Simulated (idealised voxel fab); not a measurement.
Name of the process module below: voxel transistor to metal
Square cell edge 5 nm, section width 160 nm, ID cut.
Cross-section format: a grid of square cells, given as bands from top to bottom; each band is one or more rows of cells.
Band: top and bottom heights (nm) first, top before bottom; then materials from left to right, widths in nm. "throughout" marks a sole material filling the band edge to edge. "blank" denotes empty space.
All heights in this document are referenced to 0, defined as the level beneath which the wafer, as received, consists entirely of one material. The lowest band is not bounded below; it extends indefinitely downward and is written in the form "0 -> down".
Width "30 to 40": first value at the band's top row of cells, second value at its bottom row, equal change from row to row.
Key: "remained unchanged" - step with no changed cell in the cross-section.
"Closed void inventory": empty spaces of 8 cells or more with no open way to the top, each given as width x height at distance, distance from the left edge, all in nm.
On each step's line, the part that comes after the settings is the simulator's own comment on the step.
overlay nm: mask right of planned place by this much (step with mask). Neg. = left.

**Process steps foreseen in the plan**
step 1: RECEIVE [material Si]
step 2: CONFORMAL_DEP [material SiO2] [thk nm 5]
step 3: CONFORMAL_DEP [material SiN] [thk nm 15]
step 4: DIRECTIONAL_DEP [material aC] [thk nm 10]
step 5: PATTERN [tone cover] [mask id ACTIVE] [material resist] [width nm 90] [thk nm 30] [overlay nm 0]
step 6: DIRECTIONAL_ETCH [etch materials aC] [depth nm 10]
step 7: STRIP [etch materials resist]
step 8: DIRECTIONAL_ETCH [etch materials SiN] [depth nm 15]
step 9: DIRECTIONAL_ETCH [etch materials SiO2] [depth nm 5]
step 10: DIRECTIONAL_ETCH [etch materials Si] [depth nm 35]
step 11: STRIP [etch materials aC]
step 12: FILL_DEP [material SiO2] [thk nm 5]
step 13: CMP [height nm 20]
step 14: SELECTIVE_ETCH [etch materials SiO2] [depth nm 10]
step 15: STRIP [etch materials SiN]
step 16: SELECTIVE_ETCH [etch materials SiO2] [depth nm 5]
step 17: OXIDIZE [depth nm 5]
step 18: DIRECTIONAL_DEP [material polySi] [thk nm 20]
step 19: DIRECTIONAL_DEP [material SiCN] [thk nm 10]
step 20: PATTERN [tone cover] [mask id GATE] [material resist] [width nm 20] [thk nm 20] [overlay nm -15]
step 21: DIRECTIONAL_ETCH [etch materials SiCN] [depth nm 20]
step 22: DIRECTIONAL_ETCH [etch materials polySi] [depth nm 30]
step 23: STRIP [etch materials resist]
step 24: CONFORMAL_DEP [material SiN] [thk nm 5]
step 25: DIRECTIONAL_ETCH [etch materials SiN] [depth nm 5]
step 26: DIRECTIONAL_ETCH [etch materials SiO2] [depth nm 5]
step 27: DIRECTIONAL_ETCH [etch materials Si] [depth nm 10]
step 28: EPI [material SiGe] [thk nm 10]
step 29: FILL_DEP [material SiO2] [thk nm 10]
step 30: CMP [height nm 30]
step 31: DIRECTIONAL_DEP [material SiO2] [thk nm 15]
step 32: MASKED_ETCH [tone open] [mask id CONTACT] [width nm 15] [pitch nm 65] [etch materials SiO2] [depth nm 50] [overlay nm 0]
step 33: CONFORMAL_DEP [material TiN] [thk nm 5]
step 34: FILL_DEP [material W] [thk nm 5]
step 35: CMP [height nm 45]
step 36: DIRECTIONAL_DEP [material TiN] [thk nm 5]
step 37: DIRECTIONAL_DEP [material Ru] [thk nm 15]
step 38: MASKED_ETCH [tone cover] [mask id METAL_1] [width nm 15] [pitch nm 65] [etch materials Ru] [depth nm 15] [overlay nm 0]
step 39: MASKED_ETCH [tone cover] [mask id METAL_1] [width nm 15] [pitch nm 65] [etch materials TiN] [depth nm 5] [overlay nm 0]
step 40: FILL_DEP [material lowk] [thk nm 5]
step 41: CMP [height nm 65]
step 42: CONFORMAL_DEP [material SiCN] [thk nm 5]
step 43: DIRECTIONAL_DEP [material lowk] [thk nm 25]
step 44: MASKED_ETCH [tone open] [mask id METAL_2] [width nm 15] [pitch nm 65] [etch materials lowk] [depth nm 15] [overlay nm 0]
step 45: PATTERN [tone open] [mask id METAL_2_HOLES] [material resist] [width nm 15] [pitch nm 65] [thk nm 20] [overlay nm 0]
step 46: DIRECTIONAL_ETCH [etch materials lowk] [depth nm 10]
step 47: DIRECTIONAL_ETCH [etch materials SiCN] [depth nm 5]
step 48: STRIP [etch materials resist]
step 49: CONFORMAL_DEP [material TiN] [thk nm 5]
step 50: FILL_DEP [material Cu] [thk nm 10]
step 51: CMP [height nm 95]
step 52: CONFORMAL_DEP [material SiCN] [thk nm 5]
The plan's step 20 overlay nm is the first wafer's value; the wafers differ in this setting and start identical.

**Sectional view: first of several wafers, as received, after step 1**
	0 -> down | Si throughout
	Closed void inventory: none

**Cross-sectional representation of the first of several wafers at the end of the module, i.e. after its terminal step, step 52**
	100 -> 95 | SiCN throughout
	95 -> 70 | lowk 40 / TiN 5 / Cu 5 / TiN 5 / lowk 50 / TiN 5 / Cu 5 / TiN 5 / lowk 40
	70 -> 65 | SiCN 40 / TiN 15 / SiCN 50 / TiN 15 / SiCN 40
	65 -> 50 | lowk 40 / Ru 15 / lowk 50 / Ru 15 / lowk 40
	50 -> 45 | lowk 40 / TiN 15 / lowk 50 / TiN 15 / lowk 40
	45 -> 35 | SiO2 40 / TiN 5 / W 5 / TiN 5 / SiO2 50 / TiN 5 / W 5 / TiN 5 / SiO2 40
	35 -> 30 | SiO2 40 / TiN 15 / SiO2 50 / TiN 5 / W 5 / TiN 5 / SiO2 40
	30 -> 20 | SiO2 40 / TiN 10 / SiN 5 / SiCN 20 / SiN 5 / SiO2 25 / TiN 5 / W 5 / TiN 5 / SiO2 40
	20 -> 5 | SiO2 40 / TiN 10 / SiN 5 / polySi 20 / SiN 5 / SiO2 25 / TiN 5 / W 5 / TiN 5 / SiO2 40
	5 -> 0 | SiO2 30 / SiN 5 / SiO2 5 / SiGe 10 / SiN 5 / polySi 20 / SiN 5 / SiGe 10 / SiO2 15 / TiN 5 / W 5 / TiN 5 / SiO2 5 / SiN 5 / SiO2 30
	0 -> -5 | SiO2 40 / SiGe 10 / SiO2 30 / SiGe 10 / SiO2 15 / TiN 15 / SiO2 40
	-5 -> -15 | SiO2 35 / SiGe 15 / Si 30 / SiGe 45 / SiO2 35
	-15 -> -35 | SiO2 35 / Si 90 / SiO2 35
	-35 -> down | Si throughout
	Closed void inventory: none

**Showing the last wafer in cross-section at the end of the module**
	100 -> 95 | SiCN throughout
	95 -> 70 | lowk 40 / TiN 5 / Cu 5 / TiN 5 / lowk 50 / TiN 5 / Cu 5 / TiN 5 / lowk 40
	70 -> 65 | SiCN 40 / TiN 15 / SiCN 50 / TiN 15 / SiCN 40
	65 -> 50 | lowk 40 / Ru 15 / lowk 50 / Ru 15 / lowk 40
	50 -> 45 | lowk 40 / TiN 15 / lowk 50 / TiN 15 / lowk 40
	45 -> 35 | SiO2 40 / TiN 5 / W 5 / TiN 5 / SiO2 50 / TiN 5 / W 5 / TiN 5 / SiO2 40
	35 -> 30 | SiO2 40 / TiN 5 / W 5 / TiN 5 / SiO2 50 / TiN 15 / SiO2 40
	30 -> 20 | SiO2 40 / TiN 5 / W 5 / TiN 5 / SiO2 25 / SiN 5 / SiCN 20 / SiN 5 / TiN 10 / SiO2 40
	20 -> 5 | SiO2 40 / TiN 5 / W 5 / TiN 5 / SiO2 25 / SiN 5 / polySi 20 / SiN 5 / TiN 10 / SiO2 40
	5 -> 0 | SiO2 30 / SiN 5 / SiO2 5 / TiN 5 / W 5 / TiN 5 / SiO2 15 / SiGe 10 / SiN 5 / polySi 20 / SiN 5 / SiGe 10 / SiO2 5 / SiN 5 / SiO2 30
	0 -> -5 | SiO2 40 / TiN 15 / SiO2 15 / SiGe 10 / SiO2 30 / SiGe 10 / SiO2 40
	-5 -> -15 | SiO2 35 / SiGe 45 / Si 30 / SiGe 15 / SiO2 35
	-15 -> -35 | SiO2 35 / Si 90 / SiO2 35
	-35 -> down | Si throughout
	Closed void inventory: none

**Basically each wafer gets a line in the table, showing it at the end of the module: material by material, the cells it gained (+) or lost (-) since we got it, then its closed voids**
overlay nm -15; +10 Cu; +18 Ru; -140 Si; +66 SiCN; +32 SiGe; +14 SiN; +309 SiO2; +70 TiN; +11 W; +234 lowk; +16 polySi; Closed void inventory: none
overlay nm -10; +10 Cu; +18 Ru; -140 Si; +66 SiCN; +32 SiGe; +14 SiN; +302 SiO2; +72 TiN; +16 W; +234 lowk; +16 polySi; Closed void inventory: none
overlay nm -5; +10 Cu; +18 Ru; -140 Si; +66 SiCN; +32 SiGe; +14 SiN; +300 SiO2; +74 TiN; +16 W; +234 lowk; +16 polySi; Closed void inventory: none
overlay nm 0; +10 Cu; +18 Ru; -140 Si; +66 SiCN; +32 SiGe; +14 SiN; +298 SiO2; +74 TiN; +18 W; +234 lowk; +16 polySi; Closed void inventory: none
overlay nm 5; +10 Cu; +18 Ru; -140 Si; +66 SiCN; +32 SiGe; +14 SiN; +300 SiO2; +74 TiN; +16 W; +234 lowk; +16 polySi; Closed void inventory: none
overlay nm 10; +10 Cu; +18 Ru; -140 Si; +66 SiCN; +32 SiGe; +14 SiN; +302 SiO2; +72 TiN; +16 W; +234 lowk; +16 polySi; Closed void inventory: none
overlay nm 15; +10 Cu; +18 Ru; -140 Si; +66 SiCN; +32 SiGe; +14 SiN; +309 SiO2; +70 TiN; +11 W; +234 lowk; +16 polySi; Closed void inventory: none
